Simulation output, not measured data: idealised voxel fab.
This section sets out a process module, namely voxel self aligned contacts.
Square cell edge 5 nm, section width 225 nm, ID cut.
Throughout this document, each cross-section is represented as a grid of square cells and is presented as a sequence of bands enumerated from the top downward, where a band comprises one or more rows of cells. Band: top and bottom heights (nm) first, top before bottom; then materials from left to right, widths in nm. "everywhere" marks a sole material filling the band edge to edge. "blank" denotes empty space. Ref level 0: as-received wafer is one material below here. Bottom band extends down with no lower bound ("0 down"). When a width is written as two numbers, as in "30->40", the first number is the width in the top row of cells of the band and the second is the width in its bottom row, and the width changes by the same amount from each row to the next. Reading "remained unchanged" for a step: not a cell of the cross-section changed in it. Enclosed voids (no open way to top), threshold 8 cells or more, entry "Closed void table", notation width x height at distance, distance from left edge, nm. Post-settings text on a step line: simulator's own remark regarding the step. The setting "overlay nm" may be written on the line of a step. When the step uses a mask, the value reports how far to the right of the planned place the mask lay, and a negative value reports that it lay to the left.

Intended process steps:
1 RECEIVE, material Si
2 CONFORMAL_DEP, material SiO2, thk nm 5
3 DIRECTIONAL_DEP, material polySi, thk nm 30
4 DIRECTIONAL_DEP, material SiN, thk nm 20
5 PATTERN, tone cover, mask id GATE, material resist, width nm 25, pitch nm 60, thk nm 20, overlay nm 0
6 DIRECTIONAL_ETCH, etch materials SiN, depth nm 20
7 DIRECTIONAL_ETCH, etch materials polySi, depth nm 30
8 STRIP, etch materials resist
9 CONFORMAL_DEP, material SiN, thk nm 5
10 DIRECTIONAL_ETCH, etch materials SiN, depth nm 5
11 FILL_DEP, material SiO2, thk nm 15
12 CMP, height nm 60
13 MASKED_ETCH, tone open, mask id CONTACT, width nm 45, etch materials SiO2, depth nm 60, overlay nm 0
14 CONFORMAL_DEP, material TiN, thk nm 5
15 FILL_DEP, material Ru, thk nm 10
16 CMP, height nm 60
17 CONFORMAL_DEP, material SiCN, thk nm 5

Incoming wafer in cross-section (state: after step 1):
> 0 down = Si everywhere
> Closed void table: none

Wafer at module end, in section. Began as above, planned as above, run with one mistake:
> 60 to 55 = SiCN everywhere
> 55 to 35 = SiO2 (65)  SiN (35)  TiN (5)  Ru (15)  TiN (5)  SiN (35)  SiO2 (65)
> 35 to 5 = SiO2 (65)  SiN (5)  polySi (25)  SiN (5)  TiN (5)  Ru (15)  TiN (5)  SiN (5)  polySi (25)  SiN (5)  SiO2 (65)
> 5 to 0 = SiO2 (100)  TiN (25)  SiO2 (100)
> 0 down = Si everywhere
> Closed void table: none
what went wrong: it should be noted that step 16 was executed with settings other than those planned, the operation and settings actually applied being CMP, height nm 55
